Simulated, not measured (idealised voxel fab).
Process module name: voxel local oxidation
FYI the section here is cut, 175 nm wide, cells are 5 nm squares.
For the purposes of this document, a cross-section shall be understood as a grid of square cells, specified as bands listed in top-to-bottom order, each band consisting of one or more rows of cells. Each band's line starts with the height of the band's top and of its bottom, in nm. Then come its materials from left to right, each with its width in nm. One material with "everywhere" fills the band from edge to edge. "air" is empty space. Convention: height 0 is the level below which the wafer, as received, is all one material. The lowest band does not terminate at the bottom but continues downward, represented as "0 and below". Per-row width for "30->40": begins at first number (top row of band), ends at second number (bottom row), increment between rows held constant. Where a step carries "remained unchanged", the cross-section came out of it unchanged, cell for cell. Listed in "Completely enclosed voids": every empty space of 8 or more cells without an open way to the top. Form: width x height at distance, the distance being from the left edge, all in nm. Text after the settings on a step's line: the simulator's own remark on that step. overlay nm: mask offset rightward from planned place, masked step; negative means leftward offset.

# Listed below are the process steps as planned
1 RECEIVE (material Si)
2 OXIDIZE (depth nm 5)
3 CONFORMAL_DEP (material SiN; thk nm 15)
4 PATTERN (tone cover; mask id ACTIVE; material resist; width nm 95; thk nm 20; overlay nm 0)
5 DIRECTIONAL_ETCH (etch materials SiN; depth nm 15)
6 STRIP (etch materials resist)
7 SELECTIVE_ETCH (etch materials SiO2; depth nm 5)
8 OXIDIZE (depth nm 15)
9 STRIP (etch materials SiN)

# On the first of the two wafers: run conducted according to plan

# As received (post step 1): cross-section
> 0 and below  Si everywhere
> Completely enclosed voids: none

# Sectional view: wafer, after step 2
> 0 down to -5  SiO2 everywhere
> Below -5, no change.

# Sectional view: wafer, after step 3
> 15 down to 0  SiN everywhere
> Below 0, no change.

# Sectional view: wafer, after step 4
> 35 down to 15  air: 40  resist: 95  air: 40
> Below 15, no change.

# Sectional view: wafer, after step 5
> 35 down to 15  air: 40  resist: 95  air: 40
> 15 down to 0  air: 40  SiN: 95  air: 40
> Below 0, no change.

# Sectional view: wafer, after step 6
> 15 down to 0  air: 40  SiN: 95  air: 40
> Below 0, no change.

# Sectional view: wafer, after step 7
> 15 down to 0  air: 40  SiN: 95  air: 40
> 0 down to -5  air: 45  SiO2: 85  air: 45
> Below -5, no change.

# Sectional view: wafer, after step 8
> 15 down to 0  air: 40  SiN: 95  air: 40
> 0 down to -5  air: 45  SiO2: 85  air: 45
> -5 down to -20  SiO2: 60  Si: 55  SiO2: 60
> Below -20, no change.

# Sectional view: wafer, after step 9
> 0 down to -5  air: 45  SiO2: 85  air: 45
> Below -5, no change.

# Wafer two. Same start, same plan, one slip in execution. Same as wafer one through step 8, inclusive

Second wafer at the planned finish of step 9, seen in cross-section: remained unchanged
Short version of what went wrong: yeah, step 9 of the plan got skipped, never ran
The final cell counts differ between the wafers, with the second having more or fewer of some materials than the first: SiN: 57 more
